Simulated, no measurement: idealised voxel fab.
Documented hereafter: the process module known as voxel lift off.
Each square cell in cross-section cut measures 5 nm, and the section as a whole is 260 nm wide.
Cross-section spec: square-cell grid; bands listed top down; each band is one or more rows.
Band entry format. Leading values: height of top, height of bottom, nm. Remainder: materials in left-to-right order, each with its width in nm. Special words: "everywhere" on a single material, which then fills the band edge to edge; "air", empty space.
It should be noted that heights are counted from 0, beneath which the wafer as supplied is of one material throughout, and that the lowest band possesses no lower boundary but continues downward, as written in "0..down".
So if you see something like "30..40" for the width, read it as the top row of the band sitting at the first number and the bottom row at the second, with every row in between moving by the same amount as the last.
Step marked "nothing altered"? Then no cell in the cross-section changed in it.
The label "Tabulated closed voids" introduces a list of the empty spaces, 8 cells or larger, that have no open way up to the top; each entry in it reads width x height at distance, where the distance is taken from the left edge and all three are stated in nm.
It should be noted that, on the line of a given step, the content following the step's settings is a remark produced by the simulator itself with respect to that step.
A step line may carry the setting "overlay nm", which, for steps involving a mask, states the distance by which the mask lay to the right of its intended position; negative values denote displacement to the left.

[Process steps - plan]
- 1: RECEIVE [material Si]
- 2: CONFORMAL_DEP [material SiN] [thk nm 15]
- 3: PATTERN [tone open] [mask id LINES] [material resist] [width nm 25] [pitch nm 50] [thk nm 30] [overlay nm 0]
- 4: DIRECTIONAL_DEP [material Ru] [thk nm 15]
- 5: STRIP [etch materials resist]
- 6: CONFORMAL_DEP [material SiCN] [thk nm 5]

[Cross-section of the wafer upon arrival, representing the state reached after step 1]
> 0..down  Si everywhere
> Tabulated closed voids: none

[Cross-section, first of two wafers, end of module, run as planned]
> 35..30  60 nm air | 35 nm SiCN | 15 nm air | 35 nm SiCN | 15 nm air | 35 nm SiCN | 65 nm air
> 30..20  60 nm air | 5 nm SiCN | 25 nm Ru | 5 nm SiCN | 15 nm air | 5 nm SiCN | 25 nm Ru | 5 nm SiCN | 15 nm air | 5 nm SiCN | 25 nm Ru | 5 nm SiCN | 65 nm air
> 20..15  65 nm SiCN | 25 nm Ru | 25 nm SiCN | 25 nm Ru | 25 nm SiCN | 25 nm Ru | 70 nm SiCN
> 15..0  SiN everywhere
> 0..down  Si everywhere
> Tabulated closed voids: none

[Cross-sectional view of the second of two wafers upon completion of the module. This wafer shared its starting condition and process plan with the first; one error was made during its execution]
> 35..30  55 nm air | 45 nm SiCN | 5 nm air | 45 nm SiCN | 5 nm air | 45 nm SiCN | 60 nm air
> 30..20  55 nm air | 5 nm SiCN | 35 nm Ru | 5 nm SiCN | 5 nm air | 5 nm SiCN | 35 nm Ru | 5 nm SiCN | 5 nm air | 5 nm SiCN | 35 nm Ru | 5 nm SiCN | 60 nm air
> 20..15  60 nm SiCN | 35 nm Ru | 15 nm SiCN | 35 nm Ru | 15 nm SiCN | 35 nm Ru | 65 nm SiCN
> 15..0  SiN everywhere
> 0..down  Si everywhere
> Tabulated closed voids: none
Finding, execution versus plan: step 3, actual vs plan mismatch, actual run PATTERN [tone open] [mask id LINES] [material resist] [width nm 35] [pitch nm 50] [thk nm 30] [overlay nm 0]
Final comparison by cell count, materials where the second wafer has more or fewer than the first: +18 Ru
